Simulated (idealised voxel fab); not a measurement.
process module | voxel local oxidation
cross-section cut | 280 nm wide | cells 5 nm
A cross-section is a grid of square cells, given in bands from the top down. A band is one or more rows of cells.
Each band's line starts with the height of the band's top and of its bottom, in nm. Then come its materials from left to right, each with its width in nm. One material with "throughout" fills the band from edge to edge. "air" is empty space.
Height 0 is the level under which the wafer as received is all one material. The lowest band goes on downwards, as in "0 down".
A width such as "30 to 40" changes by the same amount from each row of cells to the next, from the band's top row to its bottom row.
"no change" after a step means that no cell of the cross-section changed.
closed voids: empty space of 8 cells or more with no open way to the top, each as width x height at its distance from the left edge, in nm
after a step's settings: what the simulator itself notes on the step
overlay nm, on a step with a mask: how far to the right of its planned place the mask lay; to the left if negative
plan
1 op RECEIVE | material Si
2 op CONFORMAL_DEP | material SiO2 | thk nm 5
3 op CONFORMAL_DEP | material SiN | thk nm 10
4 op DIRECTIONAL_DEP | material aC | thk nm 15
5 op PATTERN | tone cover | mask id ACTIVE | material resist | width nm 90 | thk nm 35 | overlay nm 0
6 op DIRECTIONAL_ETCH | etch materials aC | depth nm 15
7 op STRIP | etch materials resist
8 op DIRECTIONAL_ETCH | etch materials SiN | depth nm 10
9 op STRIP | etch materials aC
10 op SELECTIVE_ETCH | etch materials SiO2 | depth nm 5
11 op OXIDIZE | depth nm 15
12 op STRIP | etch materials SiN
varied across the wafers: thk nm of step 2. The plan shows the first wafer's value. All wafers start alike
first wafer as received, after step 1
  0 down: Si throughout
  closed voids: none
first wafer at the end, after step 12
  5 to 0: air 100 | SiO2 80 | air 100
  0 to -15: SiO2 115 | Si 50 | SiO2 115
  -15 down: Si throughout
  closed voids: none
last wafer at the end
  20 to 15: air 100 | SiO2 80 | air 100
  15 to 0: SiO2 throughout
  0 down: Si throughout
  closed voids: none
each wafer at the end: cells of each material gained (+) or lost (-) since it was received, then its closed voids
thk nm 5 | -138 Si | +154 SiO2 | closed voids: none
thk nm 10 | +72 SiO2 | closed voids: none
thk nm 15 | +128 SiO2 | closed voids: none
thk nm 20 | +184 SiO2 | closed voids: none
